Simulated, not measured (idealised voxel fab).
Presented below is a process module, voxel fin reveal.
Cross-section cut: width 230 nm, square cells of 5 nm.
Bands, listed from the top down, are how a cross-section gets written in this document; the cross-section itself is a grid of square cells, and a band is one or more rows of them. In this notation a band is specified by the heights of its top and bottom, in that order and in nm, after which its materials appear from left to right, each paired with its width in nm. The word "all across" attached to a single material means that material fills the band from edge to edge; the word "empty" stands for empty space. Height 0 is the level under which the wafer as received is all one material. The lowest band goes on downwards, as in "0..down". You'd read "30->40" like this: the band's top row of cells is as wide as the first number, its bottom row is as wide as the second, and going down, every row changes width by the same amount as the row before did. "remained unchanged" (step): cross-section cells unchanged, all of them. Heads up: "Enclosed voids" only lists the empty pockets with no open path to the top that are 8 cells or more, and it writes them as width x height at distance, distance from the left edge, in nm. It should be noted that, on the line of a given step, the content following the step's settings is a remark produced by the simulator itself with respect to that step. overlay nm: mask offset rightward from planned place, masked step; negative means leftward offset.

## Set out below are the planned steps of the process
step 1: RECEIVE with material Si
step 2: CONFORMAL_DEP with material SiN, thk nm 10
step 3: PATTERN with tone cover, mask id FINS, material resist, width nm 15, pitch nm 35, thk nm 20, overlay nm 0
step 4: DIRECTIONAL_ETCH with etch materials SiN, depth nm 10
step 5: DIRECTIONAL_ETCH with etch materials Si, depth nm 40
step 6: STRIP with etch materials resist
step 7: OXIDIZE with depth nm 5
step 8: FILL_DEP with material SiO2, thk nm 15
step 9: CMP with height nm 10
step 10: SELECTIVE_ETCH with etch materials SiO2, depth nm 20
step 11: STRIP with etch materials SiN
step 12: CONFORMAL_DEP with material SiO2, thk nm 5

## Concerning the first of two wafers, which was run in accordance with the plan

## Here's what the wafer looked like in cross-section when it arrived - that's after step 1
    0..down  Si all across
    Enclosed voids: none

## After step 2: wafer cross-section
    10..0  SiN all across
    All layers under 0 are left as they were.

## After step 3: wafer cross-section
    30..10  90 nm empty, 15 nm resist, 20 nm empty, 15 nm resist, 90 nm empty
    All layers under 10 are left as they were.

## After step 4: wafer cross-section
    30..10  90 nm empty, 15 nm resist, 20 nm empty, 15 nm resist, 90 nm empty
    10..0  90 nm empty, 15 nm SiN, 20 nm empty, 15 nm SiN, 90 nm empty
    All layers under 0 are left as they were.

## After step 5: wafer cross-section
    30..10  90 nm empty, 15 nm resist, 20 nm empty, 15 nm resist, 90 nm empty
    10..0  90 nm empty, 15 nm SiN, 20 nm empty, 15 nm SiN, 90 nm empty
    0..-40  90 nm empty, 15 nm Si, 20 nm empty, 15 nm Si, 90 nm empty
    All layers under -40 are left as they were.

## After step 6: wafer cross-section
    10..0  90 nm empty, 15 nm SiN, 20 nm empty, 15 nm SiN, 90 nm empty
    All layers under 0 are left as they were.

## After step 7: wafer cross-section
    10..0  90 nm empty, 15 nm SiN, 20 nm empty, 15 nm SiN, 90 nm empty
    0..-40  90 nm empty, 5 nm SiO2, 5 nm Si, 5 nm SiO2, 20 nm empty, 5 nm SiO2, 5 nm Si, 5 nm SiO2, 90 nm empty
    -40..-45  95 nm SiO2, 5 nm Si, 30 nm SiO2, 5 nm Si, 95 nm SiO2
    All layers under -45 are left as they were.

## After step 8: wafer cross-section
    25..10  SiO2 all across
    10..0  90 nm SiO2, 15 nm SiN, 20 nm SiO2, 15 nm SiN, 90 nm SiO2
    0..-45  95 nm SiO2, 5 nm Si, 30 nm SiO2, 5 nm Si, 95 nm SiO2
    All layers under -45 are left as they were.

## After step 9: wafer cross-section
    10..0  90 nm SiO2, 15 nm SiN, 20 nm SiO2, 15 nm SiN, 90 nm SiO2
    All layers under 0 are left as they were.

## After step 10: wafer cross-section
    10..0  90 nm empty, 15 nm SiN, 20 nm empty, 15 nm SiN, 90 nm empty
    0..-10  95 nm empty, 5 nm Si, 30 nm empty, 5 nm Si, 95 nm empty
    All layers under -10 are left as they were.

## After step 11: wafer cross-section
    0..-10  95 nm empty, 5 nm Si, 30 nm empty, 5 nm Si, 95 nm empty
    All layers under -10 are left as they were.

## After step 12: wafer cross-section
    5..0  90 nm empty, 15 nm SiO2, 20 nm empty, 15 nm SiO2, 90 nm empty
    0..-5  90 nm empty, 5 nm SiO2, 5 nm Si, 5 nm SiO2, 20 nm empty, 5 nm SiO2, 5 nm Si, 5 nm SiO2, 90 nm empty
    -5..-45  95 nm SiO2, 5 nm Si, 30 nm SiO2, 5 nm Si, 95 nm SiO2
    All layers under -45 are left as they were.

## Wafer two of the pair: same origin, same plan, one error during the run; identical to wafer one up to and including step 2

## Cross-section, second wafer, at the end time the plan gives for step 3
    30..10  80 nm empty, 15 nm resist, 20 nm empty, 15 nm resist, 100 nm empty
    All layers under 10 are left as they were.

## Cross-section, second wafer, at the end time the plan gives for step 4
    30..10  80 nm empty, 15 nm resist, 20 nm empty, 15 nm resist, 100 nm empty
    10..0  80 nm empty, 15 nm SiN, 20 nm empty, 15 nm SiN, 100 nm empty
    All layers under 0 are left as they were.

## Cross-section, second wafer, at the end time the plan gives for step 5
    30..10  80 nm empty, 15 nm resist, 20 nm empty, 15 nm resist, 100 nm empty
    10..0  80 nm empty, 15 nm SiN, 20 nm empty, 15 nm SiN, 100 nm empty
    0..-40  80 nm empty, 15 nm Si, 20 nm empty, 15 nm Si, 100 nm empty
    All layers under -40 are left as they were.

## Cross-section, second wafer, at the end time the plan gives for step 6
    10..0  80 nm empty, 15 nm SiN, 20 nm empty, 15 nm SiN, 100 nm empty
    All layers under 0 are left as they were.

## Cross-section, second wafer, at the end time the plan gives for step 7
    10..0  80 nm empty, 15 nm SiN, 20 nm empty, 15 nm SiN, 100 nm empty
    0..-40  80 nm empty, 5 nm SiO2, 5 nm Si, 5 nm SiO2, 20 nm empty, 5 nm SiO2, 5 nm Si, 5 nm SiO2, 100 nm empty
    -40..-45  85 nm SiO2, 5 nm Si, 30 nm SiO2, 5 nm Si, 105 nm SiO2
    All layers under -45 are left as they were.

## Cross-section, second wafer, at the end time the plan gives for step 8
    25..10  SiO2 all across
    10..0  80 nm SiO2, 15 nm SiN, 20 nm SiO2, 15 nm SiN, 100 nm SiO2
    0..-45  85 nm SiO2, 5 nm Si, 30 nm SiO2, 5 nm Si, 105 nm SiO2
    All layers under -45 are left as they were.

## Cross-section, second wafer, at the end time the plan gives for step 9
    10..0  80 nm SiO2, 15 nm SiN, 20 nm SiO2, 15 nm SiN, 100 nm SiO2
    All layers under 0 are left as they were.

## Cross-section, second wafer, at the end time the plan gives for step 10
    10..0  80 nm empty, 15 nm SiN, 20 nm empty, 15 nm SiN, 100 nm empty
    0..-10  85 nm empty, 5 nm Si, 30 nm empty, 5 nm Si, 105 nm empty
    All layers under -10 are left as they were.

## Cross-section, second wafer, at the end time the plan gives for step 11
    0..-10  85 nm empty, 5 nm Si, 30 nm empty, 5 nm Si, 105 nm empty
    All layers under -10 are left as they were.

## Cross-section, second wafer, at the end time the plan gives for step 12
    5..0  80 nm empty, 15 nm SiO2, 20 nm empty, 15 nm SiO2, 100 nm empty
    0..-5  80 nm empty, 5 nm SiO2, 5 nm Si, 5 nm SiO2, 20 nm empty, 5 nm SiO2, 5 nm Si, 5 nm SiO2, 100 nm empty
    -5..-45  85 nm SiO2, 5 nm Si, 30 nm SiO2, 5 nm Si, 105 nm SiO2
    All layers under -45 are left as they were.
Nonconformance to the process plan: step 3 ran as: PATTERN with tone cover, mask id FINS, material resist, width nm 15, pitch nm 35, thk nm 20, overlay nm -10
Upon completion, the cell count for each material on the second wafer equals that on the first, whereas the spatial distribution of those cells differs.
